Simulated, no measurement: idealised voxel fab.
process module | voxel capacitor over wiring
cross-section cut | 165 nm wide | cells 5 nm
A cross-section is a grid of square cells, given in bands from the top down. A band is one or more rows of cells.
Each band's line starts with the height of the band's top and of its bottom, in nm. Then come its materials from left to right, each with its width in nm. One material with "throughout" fills the band from edge to edge. "air" is empty space.
Height 0 is the level under which the wafer as received is all one material. The lowest band goes on downwards, as in "0 down".
A width such as "30 to 40" changes by the same amount from each row of cells to the next, from the band's top row to its bottom row.
"no change" after a step means that no cell of the cross-section changed.
closed voids: empty space of 8 cells or more with no open way to the top, each as width x height at its distance from the left edge, in nm
after a step's settings: what the simulator itself notes on the step
overlay nm, on a step with a mask: how far to the right of its planned place the mask lay; to the left if negative
plan
1 op RECEIVE | material Si
2 op CONFORMAL_DEP | material SiO2 | thk nm 10
3 op DIRECTIONAL_DEP | material TiN | thk nm 5
4 op DIRECTIONAL_DEP | material W | thk nm 25
5 op PATTERN | tone cover | mask id METAL_1 | material resist | width nm 30 | pitch nm 90 | thk nm 20 | overlay nm 0
6 op DIRECTIONAL_ETCH | etch materials W | depth nm 25
7 op DIRECTIONAL_ETCH | etch materials TiN | depth nm 5
8 op STRIP | etch materials resist
9 op FILL_DEP | material lowk | thk nm 10
10 op CMP | height nm 40
11 op CONFORMAL_DEP | material SiCN | thk nm 5
12 op DIRECTIONAL_DEP | material lowk | thk nm 10
13 op MASKED_ETCH | tone open | mask id PLUG_1 | width nm 15 | etch materials lowk | depth nm 10 | overlay nm 0
14 op MASKED_ETCH | tone open | mask id PLUG_1 | width nm 15 | etch materials SiCN | depth nm 5 | overlay nm 0
15 op CONFORMAL_DEP | material TiN | thk nm 5
16 op FILL_DEP | material Ru | thk nm 5
17 op CMP | height nm 55
18 op DIRECTIONAL_DEP | material TiN | thk nm 10
19 op DIRECTIONAL_DEP | material SiN | thk nm 5
20 op DIRECTIONAL_DEP | material TiN | thk nm 10
21 op DIRECTIONAL_DEP | material aC | thk nm 15
22 op PATTERN | tone cover | mask id UPPER_PLATE | material resist | width nm 65 | thk nm 35 | overlay nm 0
23 op DIRECTIONAL_ETCH | etch materials aC | depth nm 15
24 op STRIP | etch materials resist
25 op DIRECTIONAL_ETCH | etch materials TiN | depth nm 10
26 op DIRECTIONAL_ETCH | etch materials SiN | depth nm 5
27 op STRIP | etch materials aC
28 op MASKED_ETCH | tone cover | mask id LOWER_PLATE | width nm 75 | etch materials TiN | depth nm 10 | overlay nm 0
29 op FILL_DEP | material SiO2 | thk nm 20
30 op CMP | height nm 95
31 op PATTERN | tone open | mask id PLUG_2 | material resist | width nm 15 | thk nm 20 | overlay nm 0
32 op DIRECTIONAL_ETCH | etch materials SiO2 | depth nm 15
33 op STRIP | etch materials resist
34 op CONFORMAL_DEP | material TiN | thk nm 5
35 op FILL_DEP | material Ru | thk nm 10
36 op CMP | height nm 95
37 op CONFORMAL_DEP | material SiN | thk nm 5
first wafer, as planned
as received, after step 1
  0 down: Si throughout
  closed voids: none
after step 2
  10 to 0: SiO2 throughout
  below 0: unchanged
after step 3
  15 to 10: TiN throughout
  below 10: unchanged
after step 4
  40 to 15: W throughout
  below 15: unchanged
after step 5
  60 to 40: air 20 | resist 30 | air 60 | resist 30 | air 25
  below 40: unchanged
after step 6
  60 to 40: air 20 | resist 30 | air 60 | resist 30 | air 25
  40 to 15: air 20 | W 30 | air 60 | W 30 | air 25
  below 15: unchanged
after step 7
  60 to 40: air 20 | resist 30 | air 60 | resist 30 | air 25
  40 to 15: air 20 | W 30 | air 60 | W 30 | air 25
  15 to 10: air 20 | TiN 30 | air 60 | TiN 30 | air 25
  below 10: unchanged
after step 8
  40 to 15: air 20 | W 30 | air 60 | W 30 | air 25
  below 15: unchanged
after step 9
  50 to 40: lowk throughout
  40 to 15: lowk 20 | W 30 | lowk 60 | W 30 | lowk 25
  15 to 10: lowk 20 | TiN 30 | lowk 60 | TiN 30 | lowk 25
  below 10: unchanged
after step 10
  40 to 15: lowk 20 | W 30 | lowk 60 | W 30 | lowk 25
  below 15: unchanged
after step 11
  45 to 40: SiCN throughout
  below 40: unchanged
after step 12
  55 to 45: lowk throughout
  below 45: unchanged
after step 13
  55 to 45: lowk 35 | air 15 | lowk 115
  below 45: unchanged
after step 14
  55 to 45: lowk 35 | air 15 | lowk 115
  45 to 40: SiCN 35 | air 15 | SiCN 115
  below 40: unchanged
after step 15
  60 to 55: TiN 40 | air 5 | TiN 120
  55 to 45: lowk 35 | TiN 5 | air 5 | TiN 5 | lowk 115
  45 to 40: SiCN 35 | TiN 15 | SiCN 115
  below 40: unchanged
after step 16
  65 to 60: Ru throughout
  60 to 55: TiN 40 | Ru 5 | TiN 120
  55 to 45: lowk 35 | TiN 5 | Ru 5 | TiN 5 | lowk 115
  below 45: unchanged
after step 17
  55 to 45: lowk 35 | TiN 5 | Ru 5 | TiN 5 | lowk 115
  below 45: unchanged
after step 18
  65 to 55: TiN throughout
  below 55: unchanged
after step 19
  70 to 65: SiN throughout
  below 65: unchanged
after step 20
  80 to 70: TiN throughout
  below 70: unchanged
after step 21
  95 to 80: aC throughout
  below 80: unchanged
after step 22
  130 to 95: air 35 | resist 65 | air 65
  below 95: unchanged
after step 23
  115 to 95: air 35 | resist 65 | air 65
  95 to 80: air 35 | aC 65 | air 65
  below 80: unchanged
after step 24
  95 to 80: air 35 | aC 65 | air 65
  below 80: unchanged
after step 25
  95 to 80: air 35 | aC 65 | air 65
  80 to 70: air 35 | TiN 65 | air 65
  below 70: unchanged
after step 26
  95 to 80: air 35 | aC 65 | air 65
  80 to 70: air 35 | TiN 65 | air 65
  70 to 65: air 35 | SiN 65 | air 65
  below 65: unchanged
after step 27
  80 to 70: air 35 | TiN 65 | air 65
  below 70: unchanged
after step 28
  80 to 70: air 35 | TiN 65 | air 65
  70 to 65: air 35 | SiN 65 | air 65
  65 to 55: air 30 | TiN 75 | air 60
  below 55: unchanged
after step 29
  100 to 80: SiO2 throughout
  80 to 70: SiO2 35 | TiN 65 | SiO2 65
  70 to 65: SiO2 35 | SiN 65 | SiO2 65
  65 to 55: SiO2 30 | TiN 75 | SiO2 60
  below 55: unchanged
after step 30
  95 to 80: SiO2 throughout
  below 80: unchanged
after step 31
  115 to 95: resist 45 | air 15 | resist 105
  below 95: unchanged
after step 32
  115 to 95: resist 45 | air 15 | resist 105
  95 to 80: SiO2 45 | air 15 | SiO2 105
  below 80: unchanged
after step 33
  95 to 80: SiO2 45 | air 15 | SiO2 105
  below 80: unchanged
after step 34
  100 to 95: TiN 50 | air 5 | TiN 110
  95 to 85: SiO2 45 | TiN 5 | air 5 | TiN 5 | SiO2 105
  85 to 80: SiO2 45 | TiN 15 | SiO2 105
  below 80: unchanged
after step 35
  110 to 100: Ru throughout
  100 to 95: TiN 50 | Ru 5 | TiN 110
  95 to 85: SiO2 45 | TiN 5 | Ru 5 | TiN 5 | SiO2 105
  below 85: unchanged
after step 36
  95 to 85: SiO2 45 | TiN 5 | Ru 5 | TiN 5 | SiO2 105
  below 85: unchanged
after step 37
  100 to 95: SiN throughout
  below 95: unchanged
second wafer: like start, like plan, one mistake. Through step 27 it matches the first wafer
when step 28 should have ended
  80 to 70: air 35 | TiN 65 | air 65
  70 to 65: air 35 | SiN 65 | air 65
  65 to 55: air 30 | TiN 75 | air 60
  below 55: unchanged
when step 29 should have ended
  100 to 80: SiO2 throughout
  80 to 70: SiO2 35 | TiN 65 | SiO2 65
  70 to 65: SiO2 35 | SiN 65 | SiO2 65
  65 to 55: SiO2 30 | TiN 75 | SiO2 60
  below 55: unchanged
when step 30 should have ended
  95 to 80: SiO2 throughout
  below 80: unchanged
when step 31 should have ended
  115 to 95: resist 45 | air 15 | resist 105
  below 95: unchanged
when step 32 should have ended
  115 to 95: resist 45 | air 15 | resist 105
  95 to 80: SiO2 45 | air 15 | SiO2 105
  below 80: unchanged
when step 33 should have ended
  95 to 80: SiO2 45 | air 15 | SiO2 105
  below 80: unchanged
when step 34 should have ended
  100 to 95: TiN 50 | air 5 | TiN 110
  95 to 85: SiO2 45 | TiN 5 | air 5 | TiN 5 | SiO2 105
  85 to 80: SiO2 45 | TiN 15 | SiO2 105
  below 80: unchanged
when step 35 should have ended
  110 to 100: Ru throughout
  100 to 95: TiN 50 | Ru 5 | TiN 110
  95 to 85: SiO2 45 | TiN 5 | Ru 5 | TiN 5 | SiO2 105
  below 85: unchanged
when step 36 should have ended
  95 to 85: SiO2 45 | TiN 5 | Ru 5 | TiN 5 | SiO2 105
  below 85: unchanged
when step 37 should have ended
  100 to 95: SiN throughout
  below 95: unchanged
what went wrong: step 28 was run twice
at the end the two cross-sections are the same: no effect in what this model computes
